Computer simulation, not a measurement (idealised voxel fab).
process module | voxel fin reveal
cross-section cut | 295 nm wide | cells 5 nm
A cross-section is a grid of square cells, given in bands from the top down. A band is one or more rows of cells.
Each band's line starts with the height of the band's top and of its bottom, in nm. Then come its materials from left to right, each with its width in nm. One material with "throughout" fills the band from edge to edge. "air" is empty space.
Height 0 is the level under which the wafer as received is all one material. The lowest band goes on downwards, as in "0 down".
A width such as "30 to 40" changes by the same amount from each row of cells to the next, from the band's top row to its bottom row.
"no change" after a step means that no cell of the cross-section changed.
closed voids: empty space of 8 cells or more with no open way to the top, each as width x height at its distance from the left edge, in nm
after a step's settings: what the simulator itself notes on the step
overlay nm, on a step with a mask: how far to the right of its planned place the mask lay; to the left if negative
plan
1 op RECEIVE | material Si
2 op CONFORMAL_DEP | material SiN | thk nm 5
3 op MASKED_ETCH | tone cover | mask id FINS | width nm 15 | pitch nm 45 | etch materials SiN | depth nm 5 | overlay nm 0
4 op MASKED_ETCH | tone cover | mask id FINS | width nm 15 | pitch nm 45 | etch materials Si | depth nm 30 | overlay nm 0
5 op OXIDIZE | depth nm 5
6 op FILL_DEP | material SiO2 | thk nm 5
7 op CMP | height nm 5
8 op SELECTIVE_ETCH | etch materials SiO2 | depth nm 25
9 op STRIP | etch materials SiN
first wafer, as planned
as received, after step 1
  0 down: Si throughout
  closed voids: none
after step 2
  5 to 0: SiN throughout
  below 0: unchanged
after step 3
  5 to 0: air 95 | SiN 15 | air 30 | SiN 15 | air 30 | SiN 15 | air 95
  below 0: unchanged
after step 4
  5 to 0: air 95 | SiN 15 | air 30 | SiN 15 | air 30 | SiN 15 | air 95
  0 to -30: air 95 | Si 15 | air 30 | Si 15 | air 30 | Si 15 | air 95
  below -30: unchanged
after step 5
  5 to 0: air 95 | SiN 15 | air 30 | SiN 15 | air 30 | SiN 15 | air 95
  0 to -30: air 95 | SiO2 5 | Si 5 | SiO2 5 | air 30 | SiO2 5 | Si 5 | SiO2 5 | air 30 | SiO2 5 | Si 5 | SiO2 5 | air 95
  -30 to -35: SiO2 100 | Si 5 | SiO2 40 | Si 5 | SiO2 40 | Si 5 | SiO2 100
  below -35: unchanged
after step 6
  10 to 5: SiO2 throughout
  5 to 0: SiO2 95 | SiN 15 | SiO2 30 | SiN 15 | SiO2 30 | SiN 15 | SiO2 95
  0 to -35: SiO2 100 | Si 5 | SiO2 40 | Si 5 | SiO2 40 | Si 5 | SiO2 100
  below -35: unchanged
after step 7
  5 to 0: SiO2 95 | SiN 15 | SiO2 30 | SiN 15 | SiO2 30 | SiN 15 | SiO2 95
  below 0: unchanged
after step 8
  5 to 0: air 95 | SiN 15 | air 30 | SiN 15 | air 30 | SiN 15 | air 95
  0 to -20: air 100 | Si 5 | air 40 | Si 5 | air 40 | Si 5 | air 100
  below -20: unchanged
after step 9
  0 to -20: air 100 | Si 5 | air 40 | Si 5 | air 40 | Si 5 | air 100
  below -20: unchanged
second wafer: like start, like plan, one mistake. Through step 7 it matches the first wafer
when step 8 should have ended
  5 to 0: air 95 | SiN 15 | air 30 | SiN 15 | air 30 | SiN 15 | air 95
  0 to -30: air 100 | Si 5 | air 40 | Si 5 | air 40 | Si 5 | air 100
  below -30: unchanged
when step 9 should have ended
  0 to -30: air 100 | Si 5 | air 40 | Si 5 | air 40 | Si 5 | air 100
  below -30: unchanged
what went wrong: step 8 ran as: op SELECTIVE_ETCH | etch materials SiO2 | depth nm 35
at the end the second wafer has, in cells: 112 fewer of SiO2
